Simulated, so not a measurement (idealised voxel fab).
Module name: voxel capacitor over wiring (process module)
Shown is cross-section cut, with a width of 215 nm and square cells of size 5 nm.
Cross-sections here: square-cell grids, written as top-down lists of bands, a band being one or more rows of cells.
Per band: top height and bottom height in nm, followed by the left-to-right materials and their widths in nm; "edge to edge" marks a single material spanning edge to edge, "blank" marks empty space.
Zero point of the height axis is 0; under it, received wafer = one material. Lowest band: continues down indefinitely, "from 0 down".
With a width like "30..40", each row of cells in the band differs from the next by the same amount, the top row carrying the first number and the bottom row the second.
The designation "nothing different", where it is given for a processing step, indicates that no cell of the cross-section was altered in the course of that step.
What "Closed internal voids" gives you is every empty space of 8 cells or more that is cut off from the top. Each appears as width x height at distance, with the distance taken from the left edge and width, height and distance all in nm.
Text after the settings on a step's line: the simulator's own remark on that step.
overlay nm: mask right of planned place by this much (step with mask). Neg. = left.
**Process steps (planned)**
1) op RECEIVE | material Si
2) op CONFORMAL_DEP | material SiO2 | thk nm 15
3) op CONFORMAL_DEP | material SiN | thk nm 5
4) op DIRECTIONAL_DEP | material lowk | thk nm 25
5) op DIRECTIONAL_DEP | material aC | thk nm 10
6) op PATTERN | tone open | mask id METAL_1 | material resist | width nm 25 | pitch nm 75 | thk nm 30 | overlay nm 0
7) op DIRECTIONAL_ETCH | etch materials aC | depth nm 10
8) op STRIP | etch materials resist
9) op DIRECTIONAL_ETCH | etch materials lowk | depth nm 25
10) op DIRECTIONAL_ETCH | etch materials SiN | depth nm 5
11) op STRIP | etch materials aC
12) op CONFORMAL_DEP | material TiN | thk nm 5
13) op FILL_DEP | material W | thk nm 10
14) op CMP | height nm 45
15) op EPI | material Ru | thk nm 5
16) op FILL_DEP | material SiCN | thk nm 5
17) op DIRECTIONAL_DEP | material SiO2 | thk nm 20
18) op PATTERN | tone open | mask id PLUG_1 | material resist | width nm 15 | thk nm 20 | overlay nm 0
19) op DIRECTIONAL_ETCH | etch materials SiO2 | depth nm 20
20) op DIRECTIONAL_ETCH | etch materials SiCN | depth nm 5
21) op STRIP | etch materials resist
22) op CONFORMAL_DEP | material TiN | thk nm 5
23) op FILL_DEP | material Cu | thk nm 5
24) op CMP | height nm 75
25) op DIRECTIONAL_DEP | material TiN | thk nm 10
26) op DIRECTIONAL_DEP | material HfO2 | thk nm 5
27) op DIRECTIONAL_DEP | material TiN | thk nm 10
28) op MASKED_ETCH | tone cover | mask id UPPER_PLATE | width nm 55 | etch materials TiN | depth nm 10 | overlay nm 0
29) op MASKED_ETCH | tone cover | mask id UPPER_PLATE | width nm 55 | etch materials HfO2 | depth nm 5 | overlay nm 0
30) op PATTERN | tone cover | mask id LOWER_PLATE | material resist | width nm 65 | thk nm 20 | overlay nm 0
31) op DIRECTIONAL_ETCH | etch materials TiN | depth nm 10
32) op STRIP | etch materials resist
33) op FILL_DEP | material SiO2 | thk nm 15
34) op CMP | height nm 110
35) op MASKED_ETCH | tone open | mask id PLUG_2 | width nm 15 | etch materials SiO2 | depth nm 10 | overlay nm 0
36) op CONFORMAL_DEP | material TiN | thk nm 5
37) op FILL_DEP | material Ru | thk nm 10
38) op CMP | height nm 110
39) op CONFORMAL_DEP | material SiN | thk nm 5
**Wafer as received: cross-section following step 1**
	from 0 down = Si edge to edge
	Closed internal voids: none
**Cross-sectional result after module completion. Note: starting condition and plan are unchanged from above; one processing mistake was made**
	from 115 to 110 = SiN edge to edge
	from 110 to 105 = 70 of Ru | 5 of TiN | 15 of SiO2 | 5 of TiN | 120 of Ru
	from 105 to 100 = 75 of TiN | 15 of SiO2 | 125 of TiN
	from 100 to 90 = 65 of SiO2 | 55 of TiN | 95 of SiO2
	from 90 to 85 = 65 of SiO2 | 55 of HfO2 | 95 of SiO2
	from 85 to 75 = 60 of SiO2 | 65 of TiN | 90 of SiO2
	from 75 to 55 = 65 of SiO2 | 5 of TiN | 5 of Cu | 5 of TiN | 135 of SiO2
	from 55 to 50 = 65 of SiCN | 15 of TiN | 135 of SiCN
	from 50 to 45 = 50 of SiCN | 35 of Ru | 40 of SiCN | 35 of Ru | 55 of SiCN
	from 45 to 20 = 55 of lowk | 5 of TiN | 15 of W | 5 of TiN | 50 of lowk | 5 of TiN | 15 of W | 5 of TiN | 60 of lowk
	from 20 to 15 = 55 of SiN | 25 of TiN | 50 of SiN | 25 of TiN | 60 of SiN
	from 15 to 0 = SiO2 edge to edge
	from 0 down = Si edge to edge
	Closed internal voids: none
Which mistake was made when the wafer was run? so step 35 ended up running with a different setting than we planned, it ran as op MASKED_ETCH | tone cover | mask id PLUG_2 | width nm 15 | etch materials SiO2 | depth nm 10 | overlay nm 0
